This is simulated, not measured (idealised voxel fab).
process module | voxel capacitor over wiring
cross-section cut | 150 nm wide | cells 5 nm
A cross-section is a grid of square cells, given in bands from the top down. A band is one or more rows of cells.
Each band's line starts with the height of the band's top and of its bottom, in nm. Then come its materials from left to right, each with its width in nm. One material with "throughout" fills the band from edge to edge. "air" is empty space.
Height 0 is the level under which the wafer as received is all one material. The lowest band goes on downwards, as in "0 down".
A width such as "30 to 40" changes by the same amount from each row of cells to the next, from the band's top row to its bottom row.
"no change" after a step means that no cell of the cross-section changed.
closed voids: empty space of 8 cells or more with no open way to the top, each as width x height at its distance from the left edge, in nm
after a step's settings: what the simulator itself notes on the step
overlay nm, on a step with a mask: how far to the right of its planned place the mask lay; to the left if negative
plan
1 op RECEIVE | material Si
2 op CONFORMAL_DEP | material SiO2 | thk nm 15
3 op CONFORMAL_DEP | material SiN | thk nm 5
4 op DIRECTIONAL_DEP | material lowk | thk nm 25
5 op PATTERN | tone open | mask id METAL_1 | material resist | width nm 25 | pitch nm 95 | thk nm 20 | overlay nm 0
6 op DIRECTIONAL_ETCH | etch materials lowk | depth nm 25
7 op DIRECTIONAL_ETCH | etch materials SiN | depth nm 5
8 op STRIP | etch materials resist
9 op CONFORMAL_DEP | material TiN | thk nm 5
10 op FILL_DEP | material Cu | thk nm 10
11 op CMP | height nm 45
12 op CONFORMAL_DEP | material SiCN | thk nm 5
13 op DIRECTIONAL_DEP | material lowk | thk nm 20
14 op DIRECTIONAL_DEP | material aC | thk nm 15
15 op PATTERN | tone open | mask id PLUG_1 | material resist | width nm 15 | thk nm 35 | overlay nm 0
16 op DIRECTIONAL_ETCH | etch materials aC | depth nm 15
17 op STRIP | etch materials resist
18 op DIRECTIONAL_ETCH | etch materials lowk | depth nm 20
19 op DIRECTIONAL_ETCH | etch materials SiCN | depth nm 5
20 op STRIP | etch materials aC
21 op CONFORMAL_DEP | material TiN | thk nm 5
22 op FILL_DEP | material Ru | thk nm 10
23 op CMP | height nm 70
24 op DIRECTIONAL_DEP | material TiN | thk nm 5
25 op DIRECTIONAL_DEP | material Al2O3 | thk nm 5
26 op DIRECTIONAL_DEP | material TiN | thk nm 10
27 op DIRECTIONAL_DEP | material aC | thk nm 10
28 op PATTERN | tone cover | mask id UPPER_PLATE | material resist | width nm 75 | thk nm 30 | overlay nm 0
29 op DIRECTIONAL_ETCH | etch materials aC | depth nm 10
30 op STRIP | etch materials resist
31 op DIRECTIONAL_ETCH | etch materials TiN | depth nm 10
32 op DIRECTIONAL_ETCH | etch materials Al2O3 | depth nm 5
33 op STRIP | etch materials aC
34 op MASKED_ETCH | tone cover | mask id LOWER_PLATE | width nm 85 | etch materials TiN | depth nm 5 | overlay nm 0
35 op FILL_DEP | material SiO2 | thk nm 20
36 op CMP | height nm 105
37 op DIRECTIONAL_DEP | material aC | thk nm 15
38 op PATTERN | tone open | mask id PLUG_2 | material resist | width nm 15 | thk nm 30 | overlay nm 0
39 op DIRECTIONAL_ETCH | etch materials aC | depth nm 15
40 op STRIP | etch materials resist
41 op DIRECTIONAL_ETCH | etch materials SiO2 | depth nm 15
42 op STRIP | etch materials aC
43 op CONFORMAL_DEP | material TiN | thk nm 5
44 op FILL_DEP | material Cu | thk nm 10
45 op CMP | height nm 105
46 op CONFORMAL_DEP | material SiN | thk nm 5
varied across the wafers: width nm of step 38. The plan shows the first wafer's value. All wafers start alike
first wafer as received, after step 1
  0 down: Si throughout
  closed voids: none
first wafer at the end, after step 46
  110 to 105: SiN throughout
  105 to 95: SiO2 35 | TiN 5 | Cu 5 | TiN 5 | SiO2 100
  95 to 90: SiO2 35 | TiN 15 | SiO2 100
  90 to 80: SiO2 25 | TiN 75 | SiO2 50
  80 to 75: SiO2 25 | Al2O3 75 | SiO2 50
  75 to 70: SiO2 20 | TiN 85 | SiO2 45
  70 to 50: lowk 25 | TiN 5 | Ru 5 | TiN 5 | lowk 110
  50 to 45: SiCN 25 | TiN 15 | SiCN 110
  45 to 20: lowk 15 | TiN 5 | Cu 15 | TiN 5 | lowk 70 | TiN 5 | Cu 15 | TiN 5 | lowk 15
  20 to 15: SiN 15 | TiN 25 | SiN 70 | TiN 25 | SiN 15
  15 to 0: SiO2 throughout
  0 down: Si throughout
  closed voids: none
last wafer at the end
  110 to 105: SiN throughout
  105 to 95: SiO2 30 | TiN 5 | Cu 20 | TiN 5 | SiO2 90
  95 to 90: SiO2 30 | TiN 30 | SiO2 90
  90 to 80: SiO2 25 | TiN 75 | SiO2 50
  80 to 75: SiO2 25 | Al2O3 75 | SiO2 50
  75 to 70: SiO2 20 | TiN 85 | SiO2 45
  70 to 50: lowk 25 | TiN 5 | Ru 5 | TiN 5 | lowk 110
  50 to 45: SiCN 25 | TiN 15 | SiCN 110
  45 to 20: lowk 15 | TiN 5 | Cu 15 | TiN 5 | lowk 70 | TiN 5 | Cu 15 | TiN 5 | lowk 15
  20 to 15: SiN 15 | TiN 25 | SiN 70 | TiN 25 | SiN 15
  15 to 0: SiO2 throughout
  0 down: Si throughout
  closed voids: none
each wafer at the end: cells of each material gained (+) or lost (-) since it was received, then its closed voids
width nm 15 | +15 Al2O3 | +32 Cu | +4 Ru | +27 SiCN | +50 SiN | +229 SiO2 | +95 TiN | +208 lowk | closed voids: none
width nm 20 | +15 Al2O3 | +34 Cu | +4 Ru | +27 SiCN | +50 SiN | +226 SiO2 | +96 TiN | +208 lowk | closed voids: none
width nm 25 | +15 Al2O3 | +36 Cu | +4 Ru | +27 SiCN | +50 SiN | +223 SiO2 | +97 TiN | +208 lowk | closed voids: none
width nm 30 | +15 Al2O3 | +38 Cu | +4 Ru | +27 SiCN | +50 SiN | +220 SiO2 | +98 TiN | +208 lowk | closed voids: none
